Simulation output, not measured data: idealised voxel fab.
Process module name: voxel capacitor over wiring
145 nm wide, 5 nm square cells: that's cross-section cut.
When this document writes out a cross-section, it uses a grid of square cells and lists it as bands, beginning at the top and moving down, with a band standing for one or more rows of cells.
For a band, the entry starts with two heights in nm, that of the top and then that of the bottom, and carries on with the band's materials in order from left to right, each alongside its width in nm; the word "edge to edge" beside a single material means it fills the band edge to edge, and "blank" means empty space.
Beneath 0, the wafer as received is one material, and that level is where height counting begins. The lowest band goes on downward without a bottom; it is written like "0..down".
The width entry "30->40" should be interpreted row by row: the top row of cells in the band takes the first number, the bottom row takes the second number, and the change between adjacent rows is uniform throughout.
"nothing changed" after a step means that no cell of the cross-section changed.
So "Unvented voids" is basically the list of trapped voids: any empty space of 8 cells or more that can't reach the top through an opening. They're written width x height at distance, the distance being from the left edge, and it's all nm.
Whatever follows a step's settings on its line is a remark the simulator itself makes about that step.
"overlay nm" answers the question of how far to the right of plan the mask lay on a step that has a mask, and when it is negative the answer is to the left.
**Process steps (planned)**
1: RECEIVE (material Si)
2: CONFORMAL_DEP (material SiO2; thk nm 15)
3: CONFORMAL_DEP (material SiN; thk nm 5)
4: DIRECTIONAL_DEP (material SiO2; thk nm 15)
5: MASKED_ETCH (tone open; mask id METAL_1; width nm 25; pitch nm 75; etch materials SiO2; depth nm 15; overlay nm 0)
6: MASKED_ETCH (tone open; mask id METAL_1; width nm 25; pitch nm 75; etch materials SiN; depth nm 5; overlay nm 0)
7: CONFORMAL_DEP (material TiN; thk nm 5)
8: FILL_DEP (material Ru; thk nm 10)
9: CMP (height nm 35)
10: CONFORMAL_DEP (material SiCN; thk nm 5)
11: DIRECTIONAL_DEP (material lowk; thk nm 15)
12: PATTERN (tone open; mask id PLUG_1; material resist; width nm 15; thk nm 15; overlay nm 0)
13: DIRECTIONAL_ETCH (etch materials lowk; depth nm 15)
14: DIRECTIONAL_ETCH (etch materials SiCN; depth nm 5)
15: STRIP (etch materials resist)
16: EPI (material Ru; thk nm 10)
17: EPI (material Ru; thk nm 10)
18: DIRECTIONAL_DEP (material TiN; thk nm 5)
19: DIRECTIONAL_DEP (material HfO2; thk nm 5)
20: DIRECTIONAL_DEP (material TiN; thk nm 10)
21: DIRECTIONAL_DEP (material aC; thk nm 15)
22: PATTERN (tone cover; mask id UPPER_PLATE; material resist; width nm 55; thk nm 30; overlay nm 0)
23: DIRECTIONAL_ETCH (etch materials aC; depth nm 15)
24: STRIP (etch materials resist)
25: DIRECTIONAL_ETCH (etch materials TiN; depth nm 10)
26: DIRECTIONAL_ETCH (etch materials HfO2; depth nm 5)
27: STRIP (etch materials aC)
28: MASKED_ETCH (tone cover; mask id LOWER_PLATE; width nm 65; etch materials TiN; depth nm 5; overlay nm 0)
29: FILL_DEP (material SiO2; thk nm 15)
30: CMP (height nm 85)
31: MASKED_ETCH (tone open; mask id PLUG_2; width nm 15; etch materials SiO2; depth nm 10; overlay nm 0)
32: CONFORMAL_DEP (material TiN; thk nm 5)
33: FILL_DEP (material W; thk nm 5)
34: CMP (height nm 85)
35: CONFORMAL_DEP (material SiN; thk nm 5)
**Account of the first of two wafers, which was processed as intended**
**Shown in cross-section is the wafer as received, that is, as it stands after step 1**
0..down | Si edge to edge
Unvented voids: none
**State of the wafer after step 2, shown in cross-section**
15..0 | SiO2 edge to edge
No changes below 0.
**State of the wafer after step 3, shown in cross-section**
20..15 | SiN edge to edge
No changes below 15.
**State of the wafer after step 4, shown in cross-section**
35..20 | SiO2 edge to edge
No changes below 20.
**State of the wafer after step 5, shown in cross-section**
35..20 | SiO2 20, then blank 25, then SiO2 50, then blank 25, then SiO2 25
No changes below 20.
**State of the wafer after step 6, shown in cross-section**
35..20 | SiO2 20, then blank 25, then SiO2 50, then blank 25, then SiO2 25
20..15 | SiN 20, then blank 25, then SiN 50, then blank 25, then SiN 25
No changes below 15.
**State of the wafer after step 7, shown in cross-section**
40..35 | TiN 25, then blank 15, then TiN 60, then blank 15, then TiN 30
35..20 | SiO2 20, then TiN 5, then blank 15, then TiN 5, then SiO2 50, then TiN 5, then blank 15, then TiN 5, then SiO2 25
20..15 | SiN 20, then TiN 25, then SiN 50, then TiN 25, then SiN 25
No changes below 15.
**State of the wafer after step 8, shown in cross-section**
50..40 | Ru edge to edge
40..35 | TiN 25, then Ru 15, then TiN 60, then Ru 15, then TiN 30
35..20 | SiO2 20, then TiN 5, then Ru 15, then TiN 5, then SiO2 50, then TiN 5, then Ru 15, then TiN 5, then SiO2 25
No changes below 20.
**State of the wafer after step 9, shown in cross-section**
35..20 | SiO2 20, then TiN 5, then Ru 15, then TiN 5, then SiO2 50, then TiN 5, then Ru 15, then TiN 5, then SiO2 25
No changes below 20.
**State of the wafer after step 10, shown in cross-section**
40..35 | SiCN edge to edge
No changes below 35.
**State of the wafer after step 11, shown in cross-section**
55..40 | lowk edge to edge
No changes below 40.
**State of the wafer after step 12, shown in cross-section**
70..55 | resist 30, then blank 15, then resist 100
No changes below 55.
**State of the wafer after step 13, shown in cross-section**
70..55 | resist 30, then blank 15, then resist 100
55..40 | lowk 30, then blank 15, then lowk 100
No changes below 40.
**State of the wafer after step 14, shown in cross-section**
70..55 | resist 30, then blank 15, then resist 100
55..40 | lowk 30, then blank 15, then lowk 100
40..35 | SiCN 30, then blank 15, then SiCN 100
No changes below 35.
**State of the wafer after step 15, shown in cross-section**
55..40 | lowk 30, then blank 15, then lowk 100
No changes below 40.
**State of the wafer after step 16, shown in cross-section**
55..45 | lowk 30, then blank 15, then lowk 100
45..40 | lowk 30, then Ru 15, then lowk 100
40..35 | SiCN 30, then Ru 15, then SiCN 100
No changes below 35.
**State of the wafer after step 17, shown in cross-section**
55..40 | lowk 30, then Ru 15, then lowk 100
No changes below 40.
**State of the wafer after step 18, shown in cross-section**
60..55 | TiN edge to edge
No changes below 55.
**State of the wafer after step 19, shown in cross-section**
65..60 | HfO2 edge to edge
No changes below 60.
**State of the wafer after step 20, shown in cross-section**
75..65 | TiN edge to edge
No changes below 65.
**State of the wafer after step 21, shown in cross-section**
90..75 | aC edge to edge
No changes below 75.
**State of the wafer after step 22, shown in cross-section**
120..90 | blank 30, then resist 55, then blank 60
No changes below 90.
**State of the wafer after step 23, shown in cross-section**
105..90 | blank 30, then resist 55, then blank 60
90..75 | blank 30, then aC 55, then blank 60
No changes below 75.
**State of the wafer after step 24, shown in cross-section**
90..75 | blank 30, then aC 55, then blank 60
No changes below 75.
**State of the wafer after step 25, shown in cross-section**
90..75 | blank 30, then aC 55, then blank 60
75..65 | blank 30, then TiN 55, then blank 60
No changes below 65.
**State of the wafer after step 26, shown in cross-section**
90..75 | blank 30, then aC 55, then blank 60
75..65 | blank 30, then TiN 55, then blank 60
65..60 | blank 30, then HfO2 55, then blank 60
No changes below 60.
**State of the wafer after step 27, shown in cross-section**
75..65 | blank 30, then TiN 55, then blank 60
No changes below 65.
**State of the wafer after step 28, shown in cross-section**
75..65 | blank 30, then TiN 55, then blank 60
65..60 | blank 30, then HfO2 55, then blank 60
60..55 | blank 25, then TiN 65, then blank 55
No changes below 55.
**State of the wafer after step 29, shown in cross-section**
90..75 | SiO2 edge to edge
75..65 | SiO2 30, then TiN 55, then SiO2 60
65..60 | SiO2 30, then HfO2 55, then SiO2 60
60..55 | SiO2 25, then TiN 65, then SiO2 55
No changes below 55.
**State of the wafer after step 30, shown in cross-section**
85..75 | SiO2 edge to edge
No changes below 75.
**State of the wafer after step 31, shown in cross-section**
85..75 | SiO2 40, then blank 15, then SiO2 90
No changes below 75.
**State of the wafer after step 32, shown in cross-section**
90..85 | TiN 45, then blank 5, then TiN 95
85..80 | SiO2 40, then TiN 5, then blank 5, then TiN 5, then SiO2 90
80..75 | SiO2 40, then TiN 15, then SiO2 90
No changes below 75.
**State of the wafer after step 33, shown in cross-section**
95..90 | W edge to edge
90..85 | TiN 45, then W 5, then TiN 95
85..80 | SiO2 40, then TiN 5, then W 5, then TiN 5, then SiO2 90
No changes below 80.
**State of the wafer after step 34, shown in cross-section**
85..80 | SiO2 40, then TiN 5, then W 5, then TiN 5, then SiO2 90
No changes below 80.
**State of the wafer after step 35, shown in cross-section**
90..85 | SiN edge to edge
No changes below 85.
**Second wafer: same start and same plan as the first, one execution error; identical to the first through step 15**
**Cross-section, second wafer, at the end time the plan gives for step 17**
55..45 | lowk 30, then blank 15, then lowk 100
45..40 | lowk 30, then Ru 15, then lowk 100
40..35 | SiCN 30, then Ru 15, then SiCN 100
No changes below 35.
**Cross-section, second wafer, at the end time the plan gives for step 18**
60..55 | TiN 30, then blank 15, then TiN 100
55..50 | lowk 30, then blank 15, then lowk 100
50..45 | lowk 30, then TiN 15, then lowk 100
No changes below 45.
**Cross-section, second wafer, at the end time the plan gives for step 19**
65..60 | HfO2 30, then blank 15, then HfO2 100
60..55 | TiN 30, then blank 15, then TiN 100
55..50 | lowk 30, then HfO2 15, then lowk 100
No changes below 50.
**Cross-section, second wafer, at the end time the plan gives for step 20**
75..65 | TiN 30, then blank 15, then TiN 100
65..60 | HfO2 30, then TiN 15, then HfO2 100
60..55 | TiN edge to edge
No changes below 55.
**Cross-section, second wafer, at the end time the plan gives for step 21**
90..80 | aC 30, then blank 15, then aC 100
80..75 | aC edge to edge
75..65 | TiN 30, then aC 15, then TiN 100
No changes below 65.
**Cross-section, second wafer, at the end time the plan gives for step 22**
120..90 | blank 30, then resist 55, then blank 60
90..80 | aC 30, then resist 15, then aC 100
No changes below 80.
**Cross-section, second wafer, at the end time the plan gives for step 23**
105..90 | blank 30, then resist 55, then blank 60
90..80 | blank 30, then resist 15, then aC 40, then blank 60
80..75 | blank 30, then aC 55, then blank 60
No changes below 75.
**Cross-section, second wafer, at the end time the plan gives for step 24**
90..80 | blank 45, then aC 40, then blank 60
No changes below 80.
**Cross-section, second wafer, at the end time the plan gives for step 25**
90..80 | blank 45, then aC 40, then blank 60
80..75 | blank 30, then aC 55, then blank 60
75..65 | blank 30, then aC 15, then TiN 40, then blank 60
No changes below 65.
**Cross-section, second wafer, at the end time the plan gives for step 26**
90..80 | blank 45, then aC 40, then blank 60
80..75 | blank 30, then aC 55, then blank 60
75..65 | blank 30, then aC 15, then TiN 40, then blank 60
65..60 | blank 30, then TiN 15, then HfO2 40, then blank 60
No changes below 60.
**Cross-section, second wafer, at the end time the plan gives for step 27**
75..65 | blank 45, then TiN 40, then blank 60
No changes below 65.
**Cross-section, second wafer, at the end time the plan gives for step 28**
75..65 | blank 45, then TiN 40, then blank 60
65..60 | blank 30, then TiN 15, then HfO2 40, then blank 60
60..55 | blank 25, then TiN 65, then blank 55
No changes below 55.
**Cross-section, second wafer, at the end time the plan gives for step 29**
90..75 | SiO2 edge to edge
75..65 | SiO2 45, then TiN 40, then SiO2 60
65..60 | SiO2 30, then TiN 15, then HfO2 40, then SiO2 60
60..55 | SiO2 25, then TiN 65, then SiO2 55
No changes below 55.
**Cross-section, second wafer, at the end time the plan gives for step 30**
85..75 | SiO2 edge to edge
No changes below 75.
**Cross-section, second wafer, at the end time the plan gives for step 31**
85..75 | SiO2 40, then blank 15, then SiO2 90
No changes below 75.
**Cross-section, second wafer, at the end time the plan gives for step 32**
90..85 | TiN 45, then blank 5, then TiN 95
85..80 | SiO2 40, then TiN 5, then blank 5, then TiN 5, then SiO2 90
80..75 | SiO2 40, then TiN 15, then SiO2 90
No changes below 75.
**Cross-section, second wafer, at the end time the plan gives for step 33**
95..90 | W edge to edge
90..85 | TiN 45, then W 5, then TiN 95
85..80 | SiO2 40, then TiN 5, then W 5, then TiN 5, then SiO2 90
No changes below 80.
**Cross-section, second wafer, at the end time the plan gives for step 34**
85..80 | SiO2 40, then TiN 5, then W 5, then TiN 5, then SiO2 90
No changes below 80.
**Cross-section, second wafer, at the end time the plan gives for step 35**
90..85 | SiN edge to edge
No changes below 85.
In executing the process, a mistake was made relative to the plan: one of the steps 16 and 17 was omitted; as these steps are identical, the omitted step is not identifiable
Final tally in cells, some materials are higher or lower on the second wafer than on the first: Ru -6, SiO2 +6
